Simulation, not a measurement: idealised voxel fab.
The following is a process module called voxel gate over fins.
The cross-section on display is named cut; it measures 165 nm wide, and its cells are 5 nm squares.
Each cross-section below is a grid of square cells, stated as bands in top-down order, with one or more rows of cells making up each band. This entry defines a band. It first specifies the height of the band's top and the height of its bottom in nm, and then specifies the band's materials from left to right, stating each material with its width in nm. The word "edge to edge" identifies a single material that fills the band from edge to edge, while the word "air" identifies empty space. Zero point of the height axis is 0; under it, received wafer = one material. Lowest band: continues down indefinitely, "0 nm and below". When a width is written as two numbers, as in "30..40", the first number is the width in the top row of cells of the band and the second is the width in its bottom row, and the width changes by the same amount from each row to the next. Step marked "nothing changed"? Then no cell in the cross-section changed in it. For the entry "Sealed internal cavities", the listed items are empty spaces with no open way to the top whose size is 8 cells or more; each item follows the pattern width x height at distance, where distance is from the left edge and all three are in nm. Past the settings on a step's line: simulator remark, on that step. The "overlay nm" setting may appear on a step's line; for a step that uses a mask, it gives how far to the right of its planned position the mask lay, and a negative value indicates the left. Layout of what follows: cross-section pairs, each bracketing one process step, the after cross-section shown only to the lowest band that changed, the step between and its settings noted under each pair. Pairs may originate in different runs of this module on the same starting wafer; a pair continues from the pair above only where its entry headed "Ex-ante state" says so.

## Ex-ante state
- 5 nm to 0 nm  20 of HfO2, 5 of air, 35 of HfO2, 5 of air, 35 of HfO2, 5 of air, 35 of HfO2, 5 of air, 20 of HfO2
- 0 nm to -5 nm  15 of Si, 5 of HfO2, 5 of air, 5 of HfO2, 25 of Si, 5 of HfO2, 5 of air, 5 of HfO2, 25 of Si, 5 of HfO2, 5 of air, 5 of HfO2, 25 of Si, 5 of HfO2, 5 of air, 5 of HfO2, 15 of Si
- -5 nm to -10 nm  15 of Si, 15 of HfO2, 25 of Si, 15 of HfO2, 25 of Si, 15 of HfO2, 25 of Si, 15 of HfO2, 15 of Si
- -10 nm to -35 nm  15 of Si, 15 of SiO2, 25 of Si, 15 of SiO2, 25 of Si, 15 of SiO2, 25 of Si, 15 of SiO2, 15 of Si
- -35 nm and below  Si edge to edge
- Sealed internal cavities: none

## Step Result
- 10 nm to 5 nm  TiN edge to edge
- 5 nm to 0 nm  20 of HfO2, 5 of TiN, 35 of HfO2, 5 of TiN, 35 of HfO2, 5 of TiN, 35 of HfO2, 5 of TiN, 20 of HfO2
- 0 nm to -5 nm  15 of Si, 5 of HfO2, 5 of TiN, 5 of HfO2, 25 of Si, 5 of HfO2, 5 of TiN, 5 of HfO2, 25 of Si, 5 of HfO2, 5 of TiN, 5 of HfO2, 25 of Si, 5 of HfO2, 5 of TiN, 5 of HfO2, 15 of Si
- No changes below -5.
- Sealed internal cavities: none
the step between: CONFORMAL_DEP with material TiN, thk nm 5

Ex-ante state: it's just the after picture from the pair right above this one.

## Step Result
- 25 nm to 10 nm  W edge to edge
- No changes below 10.
- Sealed internal cavities: none
the step between: FILL_DEP with material W, thk nm 15

Ex-ante state: it's just the after picture from the pair right above this one.

## Step Result
- 20 nm to 10 nm  W edge to edge
- No changes below 10.
- Sealed internal cavities: none
the step between: CMP with height nm 20

Ex-ante state: it's just the after picture from the pair right above this one.

## Step Result
- 30 nm to 20 nm  SiN edge to edge
- No changes below 20.
- Sealed internal cavities: none
the step between: CONFORMAL_DEP with material SiN, thk nm 10
